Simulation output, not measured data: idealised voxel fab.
Presented below is a process module, voxel wiring stack.
cross-section cut | 220 nm wide | cells 5 nm
Notation: cross-section as square-cell grid; stated in bands, top first, going down; one or more cell rows per band.
In this notation a band is specified by the heights of its top and bottom, in that order and in nm, after which its materials appear from left to right, each paired with its width in nm. The word "everywhere" attached to a single material means that material fills the band from edge to edge; the word "blank" stands for empty space.
Note: height 0 marks the level under which the wafer is uniformly one material as received. Lowest band unbounded below, written "0 -> down".
Per-row width for "30..40": begins at first number (top row of band), ends at second number (bottom row), increment between rows held constant.
Where the words "no alteration" appear for a step, the cross-section shows no cell changed by that step; every cell remained as before.
Look at "Enclosed voids" for the closed voids: empty spaces with no open path to the top, sized 8 cells or up. Each is width x height at distance, distance from the left edge, all nm.
after a step's settings: what the simulator itself notes on the step
overlay nm: on a step with a mask, how far right of its planned place the mask lay; negative means left.

-- The process steps that were planned are listed below
| 1 | op RECEIVE | material Si |
| 2 | op CONFORMAL_DEP | material SiO2 | thk nm 10 |
| 3 | op DIRECTIONAL_DEP | material TiN | thk nm 5 |
| 4 | op DIRECTIONAL_DEP | material Ru | thk nm 20 |
| 5 | op DIRECTIONAL_DEP | material aC | thk nm 15 |
| 6 | op PATTERN | tone cover | mask id METAL_1 | material resist | width nm 20 | pitch nm 45 | thk nm 35 | overlay nm 0 |
| 7 | op DIRECTIONAL_ETCH | etch materials aC | depth nm 15 |
| 8 | op STRIP | etch materials resist |
| 9 | op DIRECTIONAL_ETCH | etch materials Ru | depth nm 20 |
| 10 | op DIRECTIONAL_ETCH | etch materials TiN | depth nm 5 |
| 11 | op STRIP | etch materials aC |
| 12 | op CONFORMAL_DEP | material SiCN | thk nm 5 |
| 13 | op FILL_DEP | material lowk | thk nm 5 |
| 14 | op CMP | height nm 35 |
| 15 | op CONFORMAL_DEP | material SiCN | thk nm 5 |
| 16 | op DIRECTIONAL_DEP | material lowk | thk nm 15 |
| 17 | op DIRECTIONAL_DEP | material aC | thk nm 10 |
| 18 | op PATTERN | tone open | mask id PLUG_1 | material resist | width nm 15 | pitch nm 45 | thk nm 25 | overlay nm 0 |
| 19 | op DIRECTIONAL_ETCH | etch materials aC | depth nm 10 |
| 20 | op STRIP | etch materials resist |
| 21 | op DIRECTIONAL_ETCH | etch materials lowk | depth nm 15 |
| 22 | op DIRECTIONAL_ETCH | etch materials SiCN | depth nm 5 |
| 23 | op STRIP | etch materials aC |
| 24 | op EPI | material Ru | thk nm 10 |
| 25 | op EPI | material Ru | thk nm 10 |
| 26 | op DIRECTIONAL_DEP | material TiN | thk nm 5 |
| 27 | op DIRECTIONAL_DEP | material W | thk nm 25 |
| 28 | op DIRECTIONAL_DEP | material aC | thk nm 15 |
| 29 | op PATTERN | tone cover | mask id METAL_2 | material resist | width nm 20 | pitch nm 45 | thk nm 30 | overlay nm 0 |
| 30 | op DIRECTIONAL_ETCH | etch materials aC | depth nm 15 |
| 31 | op STRIP | etch materials resist |
| 32 | op DIRECTIONAL_ETCH | etch materials W | depth nm 25 |
| 33 | op DIRECTIONAL_ETCH | etch materials TiN | depth nm 5 |
| 34 | op STRIP | etch materials aC |
| 35 | op FILL_DEP | material lowk | thk nm 10 |
| 36 | op CMP | height nm 85 |
| 37 | op CONFORMAL_DEP | material SiCN | thk nm 5 |
| 38 | op DIRECTIONAL_DEP | material lowk | thk nm 30 |
| 39 | op PATTERN | tone open | mask id METAL_3 | material resist | width nm 20 | pitch nm 45 | thk nm 20 | overlay nm 0 |
| 40 | op DIRECTIONAL_ETCH | etch materials lowk | depth nm 15 |
| 41 | op STRIP | etch materials resist |
| 42 | op MASKED_ETCH | tone open | mask id METAL_3_HOLES | width nm 15 | pitch nm 45 | etch materials lowk | depth nm 15 | overlay nm 0 |
| 43 | op MASKED_ETCH | tone open | mask id METAL_3_HOLES | width nm 15 | pitch nm 45 | etch materials SiCN | depth nm 5 | overlay nm 0 |
| 44 | op CONFORMAL_DEP | material TiN | thk nm 5 |
| 45 | op FILL_DEP | material Cu | thk nm 5 |
| 46 | op CMP | height nm 120 |
| 47 | op CONFORMAL_DEP | material SiN | thk nm 5 |
The width nm used in step 18 is not the same on every wafer, whereas the starting condition is; the value printed in the plan is the first wafer's.

-- Here's the first of the wafers in cross-section, just as we got it, i.e. after step 1
  0 -> down = Si everywhere
  Enclosed voids: none

-- each wafer at the end: cells of each material gained (+) or lost (-) since it was received, then its closed voids
width nm 15; +16 Cu; +56 Ru; +128 SiCN; +44 SiN; +88 SiO2; +48 TiN; +40 W; +680 lowk; Enclosed voids: none
width nm 20; +16 Cu; +64 Ru; +126 SiCN; +44 SiN; +88 SiO2; +48 TiN; +40 W; +674 lowk; Enclosed voids: none
width nm 25; +16 Cu; +72 Ru; +124 SiCN; +44 SiN; +88 SiO2; +48 TiN; +40 W; +668 lowk; Enclosed voids: none
width nm 30; +16 Cu; +80 Ru; +122 SiCN; +44 SiN; +88 SiO2; +48 TiN; +40 W; +662 lowk; Enclosed voids: none
